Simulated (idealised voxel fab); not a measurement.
Process module heading - voxel air gaps
Each square cell in cross-section cut measures 5 nm, and the section as a whole is 200 nm wide.
Cross-section format: a grid of square cells, given as bands from top to bottom; each band is one or more rows of cells. Top height, bottom height, nm. Materials left to right, width each, nm. Single material + "throughout" = fills band edge to edge. "empty" = empty. For the purposes of this specification, 0 denotes the height below which the wafer in its as-received condition is composed wholly of one material, and the lowermost band, lacking a lower limit, extends downward without end, as expressed in "0 and below". The two numbers in a width such as "30 to 40" mark its ends across the band: the first belongs to the top row of cells, the second to the bottom row, and from each row to the next the width moves by the same amount. No cell of the cross-section changed in a step that is given as "changes: none". Closed empty spaces (no open way to the top) of 8 cells or more are what "Sealed void list" lists, each as width x height at distance from the left edge, nm for all three. What comes after the settings on a step's line is commentary from the simulator itself on that step. overlay nm: where the mask lay relative to plan, measured to the right, on steps with a mask; negatives go left.
[This section lists the process steps that were planned]
1 RECEIVE | material Si
2 CONFORMAL_DEP | material SiO2 | thk nm 15
3 CONFORMAL_DEP | material SiN | thk nm 5
4 DIRECTIONAL_DEP | material SiO2 | thk nm 35
5 DIRECTIONAL_DEP | material aC | thk nm 15
6 PATTERN | tone open | mask id LINES | material resist | width nm 15 | pitch nm 40 | thk nm 35 | overlay nm 0
7 DIRECTIONAL_ETCH | etch materials aC | depth nm 15
8 STRIP | etch materials resist
9 DIRECTIONAL_ETCH | etch materials SiO2 | depth nm 35
10 STRIP | etch materials aC
11 CONFORMAL_DEP | material TiN | thk nm 5
12 FILL_DEP | material W | thk nm 5
13 CMP | height nm 55
14 EPI | material Ru | thk nm 10
15 SELECTIVE_ETCH | etch materials SiO2 | depth nm 45
16 CONFORMAL_DEP | material SiCN | thk nm 5
[Cross-section: wafer on arrival = after step 1]
    0 and below | Si throughout
    Sealed void list: none
[Starting structure and process plan are as shown above, but one mistake was made in running the module; the wafer cross-section at the end of the module follows]
    70 down to 65 | SiCN throughout
    65 down to 55 | Ru throughout
    55 down to 50 | TiN: 55, then W: 5, then TiN: 35, then W: 5, then TiN: 35, then W: 5, then TiN: 60
    50 down to 25 | SiO2: 50, then TiN: 5, then W: 5, then TiN: 5, then SiO2: 25, then TiN: 5, then W: 5, then TiN: 5, then SiO2: 25, then TiN: 5, then W: 5, then TiN: 5, then SiO2: 55
    25 down to 20 | SiO2: 50, then TiN: 15, then SiO2: 25, then TiN: 15, then SiO2: 25, then TiN: 15, then SiO2: 55
    20 down to 15 | SiN throughout
    15 down to 0 | SiO2 throughout
    0 and below | Si throughout
    Sealed void list: none
Which mistake was made when the wafer was run? step 4 was processed under conditions differing from the plan, specifically as DIRECTIONAL_DEP | material SiO2 | thk nm 30
